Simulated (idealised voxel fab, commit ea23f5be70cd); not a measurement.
Herein follows the process module entitled voxel trench capacitor.
Square cell edge 5 nm, section width 205 nm, ID cut.
Cross-section layout: square cells on a grid; listed as bands, top to bottom; a band spans one or more cell rows.
Band: top and bottom heights (nm) first, top before bottom; then materials from left to right, widths in nm. "full width" marks a sole material filling the band edge to edge. "empty" denotes empty space.
Counting heights begins at 0, where everything beneath is, in the wafer as received, one material. The lowest band has no bottom; it goes on downwards, as "0 down" shows.
Quick explanation for "30..40": the width changes in equal steps down the rows of cells, from the first number in the band's top row to the second number in its bottom row.
"remained the same" means the step left every cell of the cross-section as it was.
The entry "Fully sealed cavities" lists the empty spaces that cover at least 8 cells and have no open path to the top. Each is written as width x height at distance, where the distance is measured from the left edge and all three values are in nm.
Anything after a step's settings on that line? It's the simulator's own note about the step.
overlay nm: where the mask lay relative to plan, measured to the right, on steps with a mask; negatives go left.

# The planned process steps are enumerated hereunder
1. RECEIVE, material Si
2. CONFORMAL_DEP, material SiN, thk nm 10
3. PATTERN, tone open, mask id TRENCH, material resist, width nm 20, pitch nm 50, thk nm 15, overlay nm 0
4. DIRECTIONAL_ETCH, etch materials SiN, depth nm 10
5. DIRECTIONAL_ETCH, etch materials Si, depth nm 35
6. STRIP, etch materials resist
7. CONFORMAL_DEP, material Al2O3, thk nm 5
8. FILL_DEP, material polySi, thk nm 10
9. CMP, height nm 10

# The first of the two wafers, which ran as planned

# Shown in cross-section is the wafer as received, that is, as it stands after step 1
* 0 down = Si full width
* Fully sealed cavities: none

# Cross-section of the wafer subsequent to step 2
* 10 to 0 = SiN full width
* below 0: unchanged

# Cross-section of the wafer subsequent to step 3
* 25 to 10 = 15 of resist  20 of empty  30 of resist  20 of empty  30 of resist  20 of empty  30 of resist  20 of empty  20 of resist
* below 10: unchanged

# Cross-section of the wafer subsequent to step 4
* 25 to 10 = 15 of resist  20 of empty  30 of resist  20 of empty  30 of resist  20 of empty  30 of resist  20 of empty  20 of resist
* 10 to 0 = 15 of SiN  20 of empty  30 of SiN  20 of empty  30 of SiN  20 of empty  30 of SiN  20 of empty  20 of SiN
* below 0: unchanged

# Cross-section of the wafer subsequent to step 5
* 25 to 10 = 15 of resist  20 of empty  30 of resist  20 of empty  30 of resist  20 of empty  30 of resist  20 of empty  20 of resist
* 10 to 0 = 15 of SiN  20 of empty  30 of SiN  20 of empty  30 of SiN  20 of empty  30 of SiN  20 of empty  20 of SiN
* 0 to -35 = 15 of Si  20 of empty  30 of Si  20 of empty  30 of Si  20 of empty  30 of Si  20 of empty  20 of Si
* below -35: unchanged

# Cross-section of the wafer subsequent to step 6
* 10 to 0 = 15 of SiN  20 of empty  30 of SiN  20 of empty  30 of SiN  20 of empty  30 of SiN  20 of empty  20 of SiN
* below 0: unchanged

# Cross-section of the wafer subsequent to step 7
* 15 to 10 = 20 of Al2O3  10 of empty  40 of Al2O3  10 of empty  40 of Al2O3  10 of empty  40 of Al2O3  10 of empty  25 of Al2O3
* 10 to 0 = 15 of SiN  5 of Al2O3  10 of empty  5 of Al2O3  30 of SiN  5 of Al2O3  10 of empty  5 of Al2O3  30 of SiN  5 of Al2O3  10 of empty  5 of Al2O3  30 of SiN  5 of Al2O3  10 of empty  5 of Al2O3  20 of SiN
* 0 to -30 = 15 of Si  5 of Al2O3  10 of empty  5 of Al2O3  30 of Si  5 of Al2O3  10 of empty  5 of Al2O3  30 of Si  5 of Al2O3  10 of empty  5 of Al2O3  30 of Si  5 of Al2O3  10 of empty  5 of Al2O3  20 of Si
* -30 to -35 = 15 of Si  20 of Al2O3  30 of Si  20 of Al2O3  30 of Si  20 of Al2O3  30 of Si  20 of Al2O3  20 of Si
* below -35: unchanged

# Cross-section of the wafer subsequent to step 8
* 25 to 15 = polySi full width
* 15 to 10 = 20 of Al2O3  10 of polySi  40 of Al2O3  10 of polySi  40 of Al2O3  10 of polySi  40 of Al2O3  10 of polySi  25 of Al2O3
* 10 to 0 = 15 of SiN  5 of Al2O3  10 of polySi  5 of Al2O3  30 of SiN  5 of Al2O3  10 of polySi  5 of Al2O3  30 of SiN  5 of Al2O3  10 of polySi  5 of Al2O3  30 of SiN  5 of Al2O3  10 of polySi  5 of Al2O3  20 of SiN
* 0 to -30 = 15 of Si  5 of Al2O3  10 of polySi  5 of Al2O3  30 of Si  5 of Al2O3  10 of polySi  5 of Al2O3  30 of Si  5 of Al2O3  10 of polySi  5 of Al2O3  30 of Si  5 of Al2O3  10 of polySi  5 of Al2O3  20 of Si
* below -30: unchanged

# Cross-section of the wafer subsequent to step 9
* 10 to 0 = 15 of SiN  5 of Al2O3  10 of polySi  5 of Al2O3  30 of SiN  5 of Al2O3  10 of polySi  5 of Al2O3  30 of SiN  5 of Al2O3  10 of polySi  5 of Al2O3  30 of SiN  5 of Al2O3  10 of polySi  5 of Al2O3  20 of SiN
* below 0: unchanged

# Second Wafer (Identical Start and Plan, One Processing Error; Matches First Wafer Through Step 1)

# Second wafer cross-section, taken as of the time the plan sets for step 2 to be done
* 10 to 0 = Al2O3 full width
* below 0: unchanged

# Second wafer cross-section, taken as of the time the plan sets for step 3 to be done
* 25 to 10 = 15 of resist  20 of empty  30 of resist  20 of empty  30 of resist  20 of empty  30 of resist  20 of empty  20 of resist
* below 10: unchanged

Second wafer cross-section, taken as of the time the plan sets for step 4 to be done: remained the same

Second wafer cross-section, taken as of the time the plan sets for step 5 to be done: remained the same

# Second wafer cross-section, taken as of the time the plan sets for step 6 to be done
* 10 to 0 = Al2O3 full width
* below 0: unchanged

# Second wafer cross-section, taken as of the time the plan sets for step 7 to be done
* 15 to 0 = Al2O3 full width
* below 0: unchanged

# Second wafer cross-section, taken as of the time the plan sets for step 8 to be done
* 25 to 15 = polySi full width
* below 15: unchanged

# Second wafer cross-section, taken as of the time the plan sets for step 9 to be done
* 10 to 0 = Al2O3 full width
* below 0: unchanged
What went wrong in running the wafer? step 2 deviated from plan and actually ran as CONFORMAL_DEP, material Al2O3, thk nm 10
Bottom line after processing is that, in cells, the second wafer is up or down on some materials versus the first: 2 more of Al2O3, 112 more of Si, 50 fewer of SiN, 64 fewer of polySi
